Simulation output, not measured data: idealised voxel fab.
Presented below is a process module, voxel wiring stack.
The width of the displayed cross-section, cut, is 280 nm; its cells are square, with a size of 5 nm.
Heads up, the way a cross-section reads in here is a grid of square cells, handed over as bands from the top down, with every band being one or more rows of cells.
Band entry format. Leading values: height of top, height of bottom, nm. Remainder: materials in left-to-right order, each with its width in nm. Special words: "everywhere" on a single material, which then fills the band edge to edge; "air", empty space.
Height is counted from the level 0, under which the received wafer is composed throughout of one material. The lowest of the bands is not closed at the bottom but continues downward, in the notation "top 0, no bottom".
Read "30..40" as a graded width: first number on top, second number at the bottom, same change between each pair of neighbouring rows.
Key: "left unchanged" - step with no changed cell in the cross-section.
What "Sealed-off cavities" gives you is every empty space of 8 cells or more that is cut off from the top. Each appears as width x height at distance, with the distance taken from the left edge and width, height and distance all in nm.
What comes after the settings on a step's line is commentary from the simulator itself on that step.
overlay nm: mask offset rightward from planned place, masked step; negative means leftward offset.
The steps planned for the process are as follows:
step 1: op RECEIVE | material Si
step 2: op CONFORMAL_DEP | material SiO2 | thk nm 10
step 3: op CONFORMAL_DEP | material SiN | thk nm 5
step 4: op DIRECTIONAL_DEP | material lowk | thk nm 25
step 5: op PATTERN | tone open | mask id METAL_1 | material resist | width nm 30 | pitch nm 60 | thk nm 15 | overlay nm 0
step 6: op DIRECTIONAL_ETCH | etch materials lowk | depth nm 25
step 7: op DIRECTIONAL_ETCH | etch materials SiN | depth nm 5
step 8: op STRIP | etch materials resist
step 9: op CONFORMAL_DEP | material TiN | thk nm 5
step 10: op FILL_DEP | material W | thk nm 5
step 11: op CMP | height nm 40
step 12: op CONFORMAL_DEP | material SiCN | thk nm 5
step 13: op DIRECTIONAL_DEP | material lowk | thk nm 20
step 14: op DIRECTIONAL_DEP | material aC | thk nm 15
step 15: op PATTERN | tone open | mask id PLUG_1 | material resist | width nm 15 | pitch nm 120 | thk nm 30 | overlay nm 0
step 16: op DIRECTIONAL_ETCH | etch materials aC | depth nm 15
step 17: op STRIP | etch materials resist
step 18: op DIRECTIONAL_ETCH | etch materials lowk | depth nm 20
step 19: op DIRECTIONAL_ETCH | etch materials SiCN | depth nm 5
step 20: op STRIP | etch materials aC
step 21: op EPI | material Ru | thk nm 10
step 22: op EPI | material Ru | thk nm 10
step 23: op EPI | material Ru | thk nm 5
step 24: op CONFORMAL_DEP | material SiCN | thk nm 5
step 25: op DIRECTIONAL_DEP | material lowk | thk nm 25
step 26: op MASKED_ETCH | tone open | mask id METAL_2 | width nm 30 | pitch nm 60 | etch materials lowk | depth nm 25 | overlay nm 0
step 27: op MASKED_ETCH | tone open | mask id METAL_2 | width nm 30 | pitch nm 60 | etch materials SiCN | depth nm 5 | overlay nm 0
step 28: op CONFORMAL_DEP | material TiN | thk nm 5
step 29: op FILL_DEP | material Cu | thk nm 10
step 30: op CMP | height nm 95
step 31: op CONFORMAL_DEP | material SiCN | thk nm 5
step 32: op DIRECTIONAL_DEP | material SiO2 | thk nm 35
step 33: op DIRECTIONAL_DEP | material aC | thk nm 10
step 34: op PATTERN | tone open | mask id METAL_3 | material resist | width nm 30 | pitch nm 60 | thk nm 30 | overlay nm 0
step 35: op DIRECTIONAL_ETCH | etch materials aC | depth nm 10
step 36: op STRIP | etch materials resist
step 37: op DIRECTIONAL_ETCH | etch materials SiO2 | depth nm 20
step 38: op STRIP | etch materials aC
step 39: op PATTERN | tone open | mask id METAL_3_HOLES | material resist | width nm 15 | pitch nm 120 | thk nm 15 | overlay nm 0
step 40: op DIRECTIONAL_ETCH | etch materials SiO2 | depth nm 15
step 41: op DIRECTIONAL_ETCH | etch materials SiCN | depth nm 5
step 42: op STRIP | etch materials resist
step 43: op CONFORMAL_DEP | material TiN | thk nm 5
step 44: op FILL_DEP | material Cu | thk nm 10
step 45: op CMP | height nm 135
step 46: op CONFORMAL_DEP | material SiN | thk nm 5
Concerning the first of two wafers, which was run in accordance with the plan:
As-received state of the wafer in cross-section, equivalent to post-step 1:
  top 0, no bottom: Si everywhere
  Sealed-off cavities: none
Once step 2 is through, the wafer looks like this in cross-section:
  top 10, bottom 0: SiO2 everywhere
  Unchanged below 0.
Once step 3 is through, the wafer looks like this in cross-section:
  top 15, bottom 10: SiN everywhere
  Unchanged below 10.
Once step 4 is through, the wafer looks like this in cross-section:
  top 40, bottom 15: lowk everywhere
  Unchanged below 15.
Once step 5 is through, the wafer looks like this in cross-section:
  top 55, bottom 40: 65 nm resist / 30 nm air / 30 nm resist / 30 nm air / 30 nm resist / 30 nm air / 65 nm resist
  Unchanged below 40.
Once step 6 is through, the wafer looks like this in cross-section:
  top 55, bottom 40: 65 nm resist / 30 nm air / 30 nm resist / 30 nm air / 30 nm resist / 30 nm air / 65 nm resist
  top 40, bottom 15: 65 nm lowk / 30 nm air / 30 nm lowk / 30 nm air / 30 nm lowk / 30 nm air / 65 nm lowk
  Unchanged below 15.
Once step 7 is through, the wafer looks like this in cross-section:
  top 55, bottom 40: 65 nm resist / 30 nm air / 30 nm resist / 30 nm air / 30 nm resist / 30 nm air / 65 nm resist
  top 40, bottom 15: 65 nm lowk / 30 nm air / 30 nm lowk / 30 nm air / 30 nm lowk / 30 nm air / 65 nm lowk
  top 15, bottom 10: 65 nm SiN / 30 nm air / 30 nm SiN / 30 nm air / 30 nm SiN / 30 nm air / 65 nm SiN
  Unchanged below 10.
Once step 8 is through, the wafer looks like this in cross-section:
  top 40, bottom 15: 65 nm lowk / 30 nm air / 30 nm lowk / 30 nm air / 30 nm lowk / 30 nm air / 65 nm lowk
  Unchanged below 15.
Once step 9 is through, the wafer looks like this in cross-section:
  top 45, bottom 40: 70 nm TiN / 20 nm air / 40 nm TiN / 20 nm air / 40 nm TiN / 20 nm air / 70 nm TiN
  top 40, bottom 15: 65 nm lowk / 5 nm TiN / 20 nm air / 5 nm TiN / 30 nm lowk / 5 nm TiN / 20 nm air / 5 nm TiN / 30 nm lowk / 5 nm TiN / 20 nm air / 5 nm TiN / 65 nm lowk
  top 15, bottom 10: 65 nm SiN / 30 nm TiN / 30 nm SiN / 30 nm TiN / 30 nm SiN / 30 nm TiN / 65 nm SiN
  Unchanged below 10.
Once step 10 is through, the wafer looks like this in cross-section:
  top 50, bottom 45: W everywhere
  top 45, bottom 40: 70 nm TiN / 20 nm W / 40 nm TiN / 20 nm W / 40 nm TiN / 20 nm W / 70 nm TiN
  top 40, bottom 15: 65 nm lowk / 5 nm TiN / 20 nm W / 5 nm TiN / 30 nm lowk / 5 nm TiN / 20 nm W / 5 nm TiN / 30 nm lowk / 5 nm TiN / 20 nm W / 5 nm TiN / 65 nm lowk
  Unchanged below 15.
Once step 11 is through, the wafer looks like this in cross-section:
  top 40, bottom 15: 65 nm lowk / 5 nm TiN / 20 nm W / 5 nm TiN / 30 nm lowk / 5 nm TiN / 20 nm W / 5 nm TiN / 30 nm lowk / 5 nm TiN / 20 nm W / 5 nm TiN / 65 nm lowk
  Unchanged below 15.
Once step 12 is through, the wafer looks like this in cross-section:
  top 45, bottom 40: SiCN everywhere
  Unchanged below 40.
Once step 13 is through, the wafer looks like this in cross-section:
  top 65, bottom 45: lowk everywhere
  Unchanged below 45.
Once step 14 is through, the wafer looks like this in cross-section:
  top 80, bottom 65: aC everywhere
  Unchanged below 65.
Once step 15 is through, the wafer looks like this in cross-section:
  top 110, bottom 80: 65 nm resist / 15 nm air / 105 nm resist / 15 nm air / 80 nm resist
  Unchanged below 80.
Once step 16 is through, the wafer looks like this in cross-section:
  top 95, bottom 80: 65 nm resist / 15 nm air / 105 nm resist / 15 nm air / 80 nm resist
  top 80, bottom 65: 65 nm aC / 15 nm air / 105 nm aC / 15 nm air / 80 nm aC
  Unchanged below 65.
Once step 17 is through, the wafer looks like this in cross-section:
  top 80, bottom 65: 65 nm aC / 15 nm air / 105 nm aC / 15 nm air / 80 nm aC
  Unchanged below 65.
Once step 18 is through, the wafer looks like this in cross-section:
  top 80, bottom 65: 65 nm aC / 15 nm air / 105 nm aC / 15 nm air / 80 nm aC
  top 65, bottom 45: 65 nm lowk / 15 nm air / 105 nm lowk / 15 nm air / 80 nm lowk
  Unchanged below 45.
Once step 19 is through, the wafer looks like this in cross-section:
  top 80, bottom 65: 65 nm aC / 15 nm air / 105 nm aC / 15 nm air / 80 nm aC
  top 65, bottom 45: 65 nm lowk / 15 nm air / 105 nm lowk / 15 nm air / 80 nm lowk
  top 45, bottom 40: 65 nm SiCN / 15 nm air / 105 nm SiCN / 15 nm air / 80 nm SiCN
  Unchanged below 40.
Once step 20 is through, the wafer looks like this in cross-section:
  top 65, bottom 45: 65 nm lowk / 15 nm air / 105 nm lowk / 15 nm air / 80 nm lowk
  Unchanged below 45.
Once step 21 is through, the wafer looks like this in cross-section:
  top 65, bottom 50: 65 nm lowk / 15 nm air / 105 nm lowk / 15 nm air / 80 nm lowk
  top 50, bottom 45: 65 nm lowk / 15 nm Ru / 105 nm lowk / 15 nm Ru / 80 nm lowk
  top 45, bottom 40: 65 nm SiCN / 15 nm Ru / 105 nm SiCN / 15 nm Ru / 80 nm SiCN
  Unchanged below 40.
Once step 22 is through, the wafer looks like this in cross-section:
  top 65, bottom 60: 65 nm lowk / 15 nm air / 105 nm lowk / 15 nm air / 80 nm lowk
  top 60, bottom 45: 65 nm lowk / 15 nm Ru / 105 nm lowk / 15 nm Ru / 80 nm lowk
  Unchanged below 45.
Once step 23 is through, the wafer looks like this in cross-section:
  top 65, bottom 45: 65 nm lowk / 15 nm Ru / 105 nm lowk / 15 nm Ru / 80 nm lowk
  Unchanged below 45.
Once step 24 is through, the wafer looks like this in cross-section:
  top 70, bottom 65: SiCN everywhere
  Unchanged below 65.
Once step 25 is through, the wafer looks like this in cross-section:
  top 95, bottom 70: lowk everywhere
  Unchanged below 70.
Once step 26 is through, the wafer looks like this in cross-section:
  top 95, bottom 70: 65 nm lowk / 30 nm air / 30 nm lowk / 30 nm air / 30 nm lowk / 30 nm air / 65 nm lowk
  Unchanged below 70.
Once step 27 is through, the wafer looks like this in cross-section:
  top 95, bottom 70: 65 nm lowk / 30 nm air / 30 nm lowk / 30 nm air / 30 nm lowk / 30 nm air / 65 nm lowk
  top 70, bottom 65: 65 nm SiCN / 30 nm air / 30 nm SiCN / 30 nm air / 30 nm SiCN / 30 nm air / 65 nm SiCN
  Unchanged below 65.
Once step 28 is through, the wafer looks like this in cross-section:
  top 100, bottom 95: 70 nm TiN / 20 nm air / 40 nm TiN / 20 nm air / 40 nm TiN / 20 nm air / 70 nm TiN
  top 95, bottom 70: 65 nm lowk / 5 nm TiN / 20 nm air / 5 nm TiN / 30 nm lowk / 5 nm TiN / 20 nm air / 5 nm TiN / 30 nm lowk / 5 nm TiN / 20 nm air / 5 nm TiN / 65 nm lowk
  top 70, bottom 65: 65 nm SiCN / 30 nm TiN / 30 nm SiCN / 30 nm TiN / 30 nm SiCN / 30 nm TiN / 65 nm SiCN
  Unchanged below 65.
Once step 29 is through, the wafer looks like this in cross-section:
  top 110, bottom 100: Cu everywhere
  top 100, bottom 95: 70 nm TiN / 20 nm Cu / 40 nm TiN / 20 nm Cu / 40 nm TiN / 20 nm Cu / 70 nm TiN
  top 95, bottom 70: 65 nm lowk / 5 nm TiN / 20 nm Cu / 5 nm TiN / 30 nm lowk / 5 nm TiN / 20 nm Cu / 5 nm TiN / 30 nm lowk / 5 nm TiN / 20 nm Cu / 5 nm TiN / 65 nm lowk
  Unchanged below 70.
Once step 30 is through, the wafer looks like this in cross-section:
  top 95, bottom 70: 65 nm lowk / 5 nm TiN / 20 nm Cu / 5 nm TiN / 30 nm lowk / 5 nm TiN / 20 nm Cu / 5 nm TiN / 30 nm lowk / 5 nm TiN / 20 nm Cu / 5 nm TiN / 65 nm lowk
  Unchanged below 70.
Once step 31 is through, the wafer looks like this in cross-section:
  top 100, bottom 95: SiCN everywhere
  Unchanged below 95.
Once step 32 is through, the wafer looks like this in cross-section:
  top 135, bottom 100: SiO2 everywhere
  Unchanged below 100.
Once step 33 is through, the wafer looks like this in cross-section:
  top 145, bottom 135: aC everywhere
  Unchanged below 135.
Once step 34 is through, the wafer looks like this in cross-section:
  top 175, bottom 145: 65 nm resist / 30 nm air / 30 nm resist / 30 nm air / 30 nm resist / 30 nm air / 65 nm resist
  Unchanged below 145.
Once step 35 is through, the wafer looks like this in cross-section:
  top 165, bottom 145: 65 nm resist / 30 nm air / 30 nm resist / 30 nm air / 30 nm resist / 30 nm air / 65 nm resist
  top 145, bottom 135: 65 nm aC / 30 nm air / 30 nm aC / 30 nm air / 30 nm aC / 30 nm air / 65 nm aC
  Unchanged below 135.
Once step 36 is through, the wafer looks like this in cross-section:
  top 145, bottom 135: 65 nm aC / 30 nm air / 30 nm aC / 30 nm air / 30 nm aC / 30 nm air / 65 nm aC
  Unchanged below 135.
Once step 37 is through, the wafer looks like this in cross-section:
  top 145, bottom 135: 65 nm aC / 30 nm air / 30 nm aC / 30 nm air / 30 nm aC / 30 nm air / 65 nm aC
  top 135, bottom 115: 65 nm SiO2 / 30 nm air / 30 nm SiO2 / 30 nm air / 30 nm SiO2 / 30 nm air / 65 nm SiO2
  Unchanged below 115.
Once step 38 is through, the wafer looks like this in cross-section:
  top 135, bottom 115: 65 nm SiO2 / 30 nm air / 30 nm SiO2 / 30 nm air / 30 nm SiO2 / 30 nm air / 65 nm SiO2
  Unchanged below 115.
Once step 39 is through, the wafer looks like this in cross-section:
  top 150, bottom 135: 65 nm resist / 15 nm air / 105 nm resist / 15 nm air / 80 nm resist
  top 135, bottom 115: 65 nm SiO2 / 15 nm air / 15 nm resist / 30 nm SiO2 / 30 nm resist / 30 nm SiO2 / 15 nm air / 15 nm resist / 65 nm SiO2
  Unchanged below 115.
Once step 40 is through, the wafer looks like this in cross-section:
  top 150, bottom 135: 65 nm resist / 15 nm air / 105 nm resist / 15 nm air / 80 nm resist
  top 135, bottom 115: 65 nm SiO2 / 15 nm air / 15 nm resist / 30 nm SiO2 / 30 nm resist / 30 nm SiO2 / 15 nm air / 15 nm resist / 65 nm SiO2
  top 115, bottom 100: 65 nm SiO2 / 15 nm air / 105 nm SiO2 / 15 nm air / 80 nm SiO2
  Unchanged below 100.
Once step 41 is through, the wafer looks like this in cross-section:
  top 150, bottom 135: 65 nm resist / 15 nm air / 105 nm resist / 15 nm air / 80 nm resist
  top 135, bottom 115: 65 nm SiO2 / 15 nm air / 15 nm resist / 30 nm SiO2 / 30 nm resist / 30 nm SiO2 / 15 nm air / 15 nm resist / 65 nm SiO2
  top 115, bottom 100: 65 nm SiO2 / 15 nm air / 105 nm SiO2 / 15 nm air / 80 nm SiO2
  top 100, bottom 95: 65 nm SiCN / 15 nm air / 105 nm SiCN / 15 nm air / 80 nm SiCN
  Unchanged below 95.
Once step 42 is through, the wafer looks like this in cross-section:
  top 135, bottom 115: 65 nm SiO2 / 30 nm air / 30 nm SiO2 / 30 nm air / 30 nm SiO2 / 30 nm air / 65 nm SiO2
  Unchanged below 115.
Once step 43 is through, the wafer looks like this in cross-section:
  top 140, bottom 135: 70 nm TiN / 20 nm air / 40 nm TiN / 20 nm air / 40 nm TiN / 20 nm air / 70 nm TiN
  top 135, bottom 120: 65 nm SiO2 / 5 nm TiN / 20 nm air / 5 nm TiN / 30 nm SiO2 / 5 nm TiN / 20 nm air / 5 nm TiN / 30 nm SiO2 / 5 nm TiN / 20 nm air / 5 nm TiN / 65 nm SiO2
  top 120, bottom 115: 65 nm SiO2 / 5 nm TiN / 5 nm air / 20 nm TiN / 30 nm SiO2 / 30 nm TiN / 30 nm SiO2 / 5 nm TiN / 5 nm air / 20 nm TiN / 65 nm SiO2
  top 115, bottom 100: 65 nm SiO2 / 5 nm TiN / 5 nm air / 5 nm TiN / 105 nm SiO2 / 5 nm TiN / 5 nm air / 5 nm TiN / 80 nm SiO2
  top 100, bottom 95: 65 nm SiCN / 15 nm TiN / 105 nm SiCN / 15 nm TiN / 80 nm SiCN
  Unchanged below 95.
Once step 44 is through, the wafer looks like this in cross-section:
  top 150, bottom 140: Cu everywhere
  top 140, bottom 135: 70 nm TiN / 20 nm Cu / 40 nm TiN / 20 nm Cu / 40 nm TiN / 20 nm Cu / 70 nm TiN
  top 135, bottom 120: 65 nm SiO2 / 5 nm TiN / 20 nm Cu / 5 nm TiN / 30 nm SiO2 / 5 nm TiN / 20 nm Cu / 5 nm TiN / 30 nm SiO2 / 5 nm TiN / 20 nm Cu / 5 nm TiN / 65 nm SiO2
  top 120, bottom 115: 65 nm SiO2 / 5 nm TiN / 5 nm Cu / 20 nm TiN / 30 nm SiO2 / 30 nm TiN / 30 nm SiO2 / 5 nm TiN / 5 nm Cu / 20 nm TiN / 65 nm SiO2
  top 115, bottom 100: 65 nm SiO2 / 5 nm TiN / 5 nm Cu / 5 nm TiN / 105 nm SiO2 / 5 nm TiN / 5 nm Cu / 5 nm TiN / 80 nm SiO2
  Unchanged below 100.
Once step 45 is through, the wafer looks like this in cross-section:
  top 135, bottom 120: 65 nm SiO2 / 5 nm TiN / 20 nm Cu / 5 nm TiN / 30 nm SiO2 / 5 nm TiN / 20 nm Cu / 5 nm TiN / 30 nm SiO2 / 5 nm TiN / 20 nm Cu / 5 nm TiN / 65 nm SiO2
  Unchanged below 120.
Once step 46 is through, the wafer looks like this in cross-section:
  top 140, bottom 135: SiN everywhere
  Unchanged below 135.
Wafer two. Identical start, identical plan. One mistake in execution. Identical history through step 23:
Cross-section of the second wafer when, according to plan, step 24 should have finished:
  top 70, bottom 65: W everywhere
  Unchanged below 65.
Cross-section of the second wafer when, according to plan, step 25 should have finished:
  top 95, bottom 70: lowk everywhere
  Unchanged below 70.
Cross-section of the second wafer when, according to plan, step 26 should have finished:
  top 95, bottom 70: 65 nm lowk / 30 nm air / 30 nm lowk / 30 nm air / 30 nm lowk / 30 nm air / 65 nm lowk
  Unchanged below 70.
Cross-section of the second wafer when, according to plan, step 27 should have finished: left unchanged
Cross-section of the second wafer when, according to plan, step 28 should have finished:
  top 100, bottom 95: 70 nm TiN / 20 nm air / 40 nm TiN / 20 nm air / 40 nm TiN / 20 nm air / 70 nm TiN
  top 95, bottom 75: 65 nm lowk / 5 nm TiN / 20 nm air / 5 nm TiN / 30 nm lowk / 5 nm TiN / 20 nm air / 5 nm TiN / 30 nm lowk / 5 nm TiN / 20 nm air / 5 nm TiN / 65 nm lowk
  top 75, bottom 70: 65 nm lowk / 30 nm TiN / 30 nm lowk / 30 nm TiN / 30 nm lowk / 30 nm TiN / 65 nm lowk
  Unchanged below 70.
Cross-section of the second wafer when, according to plan, step 29 should have finished:
  top 110, bottom 100: Cu everywhere
  top 100, bottom 95: 70 nm TiN / 20 nm Cu / 40 nm TiN / 20 nm Cu / 40 nm TiN / 20 nm Cu / 70 nm TiN
  top 95, bottom 75: 65 nm lowk / 5 nm TiN / 20 nm Cu / 5 nm TiN / 30 nm lowk / 5 nm TiN / 20 nm Cu / 5 nm TiN / 30 nm lowk / 5 nm TiN / 20 nm Cu / 5 nm TiN / 65 nm lowk
  Unchanged below 75.
Cross-section of the second wafer when, according to plan, step 30 should have finished:
  top 95, bottom 75: 65 nm lowk / 5 nm TiN / 20 nm Cu / 5 nm TiN / 30 nm lowk / 5 nm TiN / 20 nm Cu / 5 nm TiN / 30 nm lowk / 5 nm TiN / 20 nm Cu / 5 nm TiN / 65 nm lowk
  Unchanged below 75.
Cross-section of the second wafer when, according to plan, step 31 should have finished:
  top 100, bottom 95: SiCN everywhere
  Unchanged below 95.
Cross-section of the second wafer when, according to plan, step 32 should have finished:
  top 135, bottom 100: SiO2 everywhere
  Unchanged below 100.
Cross-section of the second wafer when, according to plan, step 33 should have finished:
  top 145, bottom 135: aC everywhere
  Unchanged below 135.
Cross-section of the second wafer when, according to plan, step 34 should have finished:
  top 175, bottom 145: 65 nm resist / 30 nm air / 30 nm resist / 30 nm air / 30 nm resist / 30 nm air / 65 nm resist
  Unchanged below 145.
Cross-section of the second wafer when, according to plan, step 35 should have finished:
  top 165, bottom 145: 65 nm resist / 30 nm air / 30 nm resist / 30 nm air / 30 nm resist / 30 nm air / 65 nm resist
  top 145, bottom 135: 65 nm aC / 30 nm air / 30 nm aC / 30 nm air / 30 nm aC / 30 nm air / 65 nm aC
  Unchanged below 135.
Cross-section of the second wafer when, according to plan, step 36 should have finished:
  top 145, bottom 135: 65 nm aC / 30 nm air / 30 nm aC / 30 nm air / 30 nm aC / 30 nm air / 65 nm aC
  Unchanged below 135.
Cross-section of the second wafer when, according to plan, step 37 should have finished:
  top 145, bottom 135: 65 nm aC / 30 nm air / 30 nm aC / 30 nm air / 30 nm aC / 30 nm air / 65 nm aC
  top 135, bottom 115: 65 nm SiO2 / 30 nm air / 30 nm SiO2 / 30 nm air / 30 nm SiO2 / 30 nm air / 65 nm SiO2
  Unchanged below 115.
Cross-section of the second wafer when, according to plan, step 38 should have finished:
  top 135, bottom 115: 65 nm SiO2 / 30 nm air / 30 nm SiO2 / 30 nm air / 30 nm SiO2 / 30 nm air / 65 nm SiO2
  Unchanged below 115.
Cross-section of the second wafer when, according to plan, step 39 should have finished:
  top 150, bottom 135: 65 nm resist / 15 nm air / 105 nm resist / 15 nm air / 80 nm resist
  top 135, bottom 115: 65 nm SiO2 / 15 nm air / 15 nm resist / 30 nm SiO2 / 30 nm resist / 30 nm SiO2 / 15 nm air / 15 nm resist / 65 nm SiO2
  Unchanged below 115.
Cross-section of the second wafer when, according to plan, step 40 should have finished:
  top 150, bottom 135: 65 nm resist / 15 nm air / 105 nm resist / 15 nm air / 80 nm resist
  top 135, bottom 115: 65 nm SiO2 / 15 nm air / 15 nm resist / 30 nm SiO2 / 30 nm resist / 30 nm SiO2 / 15 nm air / 15 nm resist / 65 nm SiO2
  top 115, bottom 100: 65 nm SiO2 / 15 nm air / 105 nm SiO2 / 15 nm air / 80 nm SiO2
  Unchanged below 100.
Cross-section of the second wafer when, according to plan, step 41 should have finished:
  top 150, bottom 135: 65 nm resist / 15 nm air / 105 nm resist / 15 nm air / 80 nm resist
  top 135, bottom 115: 65 nm SiO2 / 15 nm air / 15 nm resist / 30 nm SiO2 / 30 nm resist / 30 nm SiO2 / 15 nm air / 15 nm resist / 65 nm SiO2
  top 115, bottom 100: 65 nm SiO2 / 15 nm air / 105 nm SiO2 / 15 nm air / 80 nm SiO2
  top 100, bottom 95: 65 nm SiCN / 15 nm air / 105 nm SiCN / 15 nm air / 80 nm SiCN
  Unchanged below 95.
Cross-section of the second wafer when, according to plan, step 42 should have finished:
  top 135, bottom 115: 65 nm SiO2 / 30 nm air / 30 nm SiO2 / 30 nm air / 30 nm SiO2 / 30 nm air / 65 nm SiO2
  Unchanged below 115.
Cross-section of the second wafer when, according to plan, step 43 should have finished:
  top 140, bottom 135: 70 nm TiN / 20 nm air / 40 nm TiN / 20 nm air / 40 nm TiN / 20 nm air / 70 nm TiN
  top 135, bottom 120: 65 nm SiO2 / 5 nm TiN / 20 nm air / 5 nm TiN / 30 nm SiO2 / 5 nm TiN / 20 nm air / 5 nm TiN / 30 nm SiO2 / 5 nm TiN / 20 nm air / 5 nm TiN / 65 nm SiO2
  top 120, bottom 115: 65 nm SiO2 / 5 nm TiN / 5 nm air / 20 nm TiN / 30 nm SiO2 / 30 nm TiN / 30 nm SiO2 / 5 nm TiN / 5 nm air / 20 nm TiN / 65 nm SiO2
  top 115, bottom 100: 65 nm SiO2 / 5 nm TiN / 5 nm air / 5 nm TiN / 105 nm SiO2 / 5 nm TiN / 5 nm air / 5 nm TiN / 80 nm SiO2
  top 100, bottom 95: 65 nm SiCN / 15 nm TiN / 105 nm SiCN / 15 nm TiN / 80 nm SiCN
  Unchanged below 95.
Cross-section of the second wafer when, according to plan, step 44 should have finished:
  top 150, bottom 140: Cu everywhere
  top 140, bottom 135: 70 nm TiN / 20 nm Cu / 40 nm TiN / 20 nm Cu / 40 nm TiN / 20 nm Cu / 70 nm TiN
  top 135, bottom 120: 65 nm SiO2 / 5 nm TiN / 20 nm Cu / 5 nm TiN / 30 nm SiO2 / 5 nm TiN / 20 nm Cu / 5 nm TiN / 30 nm SiO2 / 5 nm TiN / 20 nm Cu / 5 nm TiN / 65 nm SiO2
  top 120, bottom 115: 65 nm SiO2 / 5 nm TiN / 5 nm Cu / 20 nm TiN / 30 nm SiO2 / 30 nm TiN / 30 nm SiO2 / 5 nm TiN / 5 nm Cu / 20 nm TiN / 65 nm SiO2
  top 115, bottom 100: 65 nm SiO2 / 5 nm TiN / 5 nm Cu / 5 nm TiN / 105 nm SiO2 / 5 nm TiN / 5 nm Cu / 5 nm TiN / 80 nm SiO2
  Unchanged below 100.
Cross-section of the second wafer when, according to plan, step 45 should have finished:
  top 135, bottom 120: 65 nm SiO2 / 5 nm TiN / 20 nm Cu / 5 nm TiN / 30 nm SiO2 / 5 nm TiN / 20 nm Cu / 5 nm TiN / 30 nm SiO2 / 5 nm TiN / 20 nm Cu / 5 nm TiN / 65 nm SiO2
  Unchanged below 120.
Cross-section of the second wafer when, according to plan, step 46 should have finished:
  top 140, bottom 135: SiN everywhere
  Unchanged below 135.
Run error: step 24 ran as: op CONFORMAL_DEP | material W | thk nm 5
Wafer comparison, final, in cells, second relative to first, materials more or fewer: 12 fewer of Cu; 38 fewer of SiCN; 6 fewer of TiN; 56 more of W
